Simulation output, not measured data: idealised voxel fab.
process module | voxel spacer lines
cross-section cut | 220 nm wide | cells 5 nm
A cross-section is a grid of square cells, given in bands from the top down. A band is one or more rows of cells.
Each band's line starts with the height of the band's top and of its bottom, in nm. Then come its materials from left to right, each with its width in nm. One material with "throughout" fills the band from edge to edge. "air" is empty space.
Height 0 is the level under which the wafer as received is all one material. The lowest band goes on downwards, as in "0 down".
A width such as "30 to 40" changes by the same amount from each row of cells to the next, from the band's top row to its bottom row.
"no change" after a step means that no cell of the cross-section changed.
closed voids: empty space of 8 cells or more with no open way to the top, each as width x height at its distance from the left edge, in nm
after a step's settings: what the simulator itself notes on the step
overlay nm, on a step with a mask: how far to the right of its planned place the mask lay; to the left if negative
plan
1 op RECEIVE | material Si
2 op CONFORMAL_DEP | material Al2O3 | thk nm 5
3 op DIRECTIONAL_DEP | material polySi | thk nm 15
4 op DIRECTIONAL_DEP | material aC | thk nm 30
5 op PATTERN | tone cover | mask id MANDREL | material resist | width nm 25 | pitch nm 80 | thk nm 40 | overlay nm 0
6 op DIRECTIONAL_ETCH | etch materials aC | depth nm 30
7 op STRIP | etch materials resist
8 op CONFORMAL_DEP | material SiN | thk nm 15
9 op DIRECTIONAL_ETCH | etch materials SiN | depth nm 15
10 op STRIP | etch materials aC
11 op DIRECTIONAL_ETCH | etch materials polySi | depth nm 15
12 op STRIP | etch materials SiN
first wafer, as planned
as received, after step 1
  0 down: Si throughout
  closed voids: none
after step 2
  5 to 0: Al2O3 throughout
  below 0: unchanged
after step 3
  20 to 5: polySi throughout
  below 5: unchanged
after step 4
  50 to 20: aC throughout
  below 20: unchanged
after step 5
  90 to 50: air 15 | resist 25 | air 55 | resist 25 | air 55 | resist 25 | air 20
  below 50: unchanged
after step 6
  60 to 50: air 15 | resist 25 | air 55 | resist 25 | air 55 | resist 25 | air 20
  50 to 20: air 15 | aC 25 | air 55 | aC 25 | air 55 | aC 25 | air 20
  below 20: unchanged
after step 7
  50 to 20: air 15 | aC 25 | air 55 | aC 25 | air 55 | aC 25 | air 20
  below 20: unchanged
after step 8
  65 to 50: SiN 55 | air 25 | SiN 55 | air 25 | SiN 55 | air 5
  50 to 35: SiN 15 | aC 25 | SiN 15 | air 25 | SiN 15 | aC 25 | SiN 15 | air 25 | SiN 15 | aC 25 | SiN 15 | air 5
  35 to 20: SiN 15 | aC 25 | SiN 55 | aC 25 | SiN 55 | aC 25 | SiN 20
  below 20: unchanged
after step 9
  50 to 20: SiN 15 | aC 25 | SiN 15 | air 25 | SiN 15 | aC 25 | SiN 15 | air 25 | SiN 15 | aC 25 | SiN 15 | air 5
  below 20: unchanged
after step 10
  50 to 20: SiN 15 | air 25 | SiN 15 | air 25 | SiN 15 | air 25 | SiN 15 | air 25 | SiN 15 | air 25 | SiN 15 | air 5
  below 20: unchanged
after step 11
  50 to 20: SiN 15 | air 25 | SiN 15 | air 25 | SiN 15 | air 25 | SiN 15 | air 25 | SiN 15 | air 25 | SiN 15 | air 5
  20 to 5: polySi 15 | air 25 | polySi 15 | air 25 | polySi 15 | air 25 | polySi 15 | air 25 | polySi 15 | air 25 | polySi 15 | air 5
  below 5: unchanged
after step 12
  20 to 5: polySi 15 | air 25 | polySi 15 | air 25 | polySi 15 | air 25 | polySi 15 | air 25 | polySi 15 | air 25 | polySi 15 | air 5
  below 5: unchanged
second wafer: like start, like plan, one mistake. Through step 4 it matches the first wafer
when step 5 should have ended
  90 to 50: air 20 | resist 25 | air 55 | resist 25 | air 55 | resist 25 | air 15
  below 50: unchanged
when step 6 should have ended
  60 to 50: air 20 | resist 25 | air 55 | resist 25 | air 55 | resist 25 | air 15
  50 to 20: air 20 | aC 25 | air 55 | aC 25 | air 55 | aC 25 | air 15
  below 20: unchanged
when step 7 should have ended
  50 to 20: air 20 | aC 25 | air 55 | aC 25 | air 55 | aC 25 | air 15
  below 20: unchanged
when step 8 should have ended
  65 to 50: air 5 | SiN 55 | air 25 | SiN 55 | air 25 | SiN 55
  50 to 35: air 5 | SiN 15 | aC 25 | SiN 15 | air 25 | SiN 15 | aC 25 | SiN 15 | air 25 | SiN 15 | aC 25 | SiN 15
  35 to 20: SiN 20 | aC 25 | SiN 55 | aC 25 | SiN 55 | aC 25 | SiN 15
  below 20: unchanged
when step 9 should have ended
  50 to 20: air 5 | SiN 15 | aC 25 | SiN 15 | air 25 | SiN 15 | aC 25 | SiN 15 | air 25 | SiN 15 | aC 25 | SiN 15
  below 20: unchanged
when step 10 should have ended
  50 to 20: air 5 | SiN 15 | air 25 | SiN 15 | air 25 | SiN 15 | air 25 | SiN 15 | air 25 | SiN 15 | air 25 | SiN 15
  below 20: unchanged
when step 11 should have ended
  50 to 20: air 5 | SiN 15 | air 25 | SiN 15 | air 25 | SiN 15 | air 25 | SiN 15 | air 25 | SiN 15 | air 25 | SiN 15
  20 to 5: air 5 | polySi 15 | air 25 | polySi 15 | air 25 | polySi 15 | air 25 | polySi 15 | air 25 | polySi 15 | air 25 | polySi 15
  below 5: unchanged
when step 12 should have ended
  20 to 5: air 5 | polySi 15 | air 25 | polySi 15 | air 25 | polySi 15 | air 25 | polySi 15 | air 25 | polySi 15 | air 25 | polySi 15
  below 5: unchanged
what went wrong: step 5 ran as: op PATTERN | tone cover | mask id MANDREL | material resist | width nm 25 | pitch nm 80 | thk nm 40 | overlay nm 5
at the end the second wafer has, in cells: as many of each material as the first, in other places
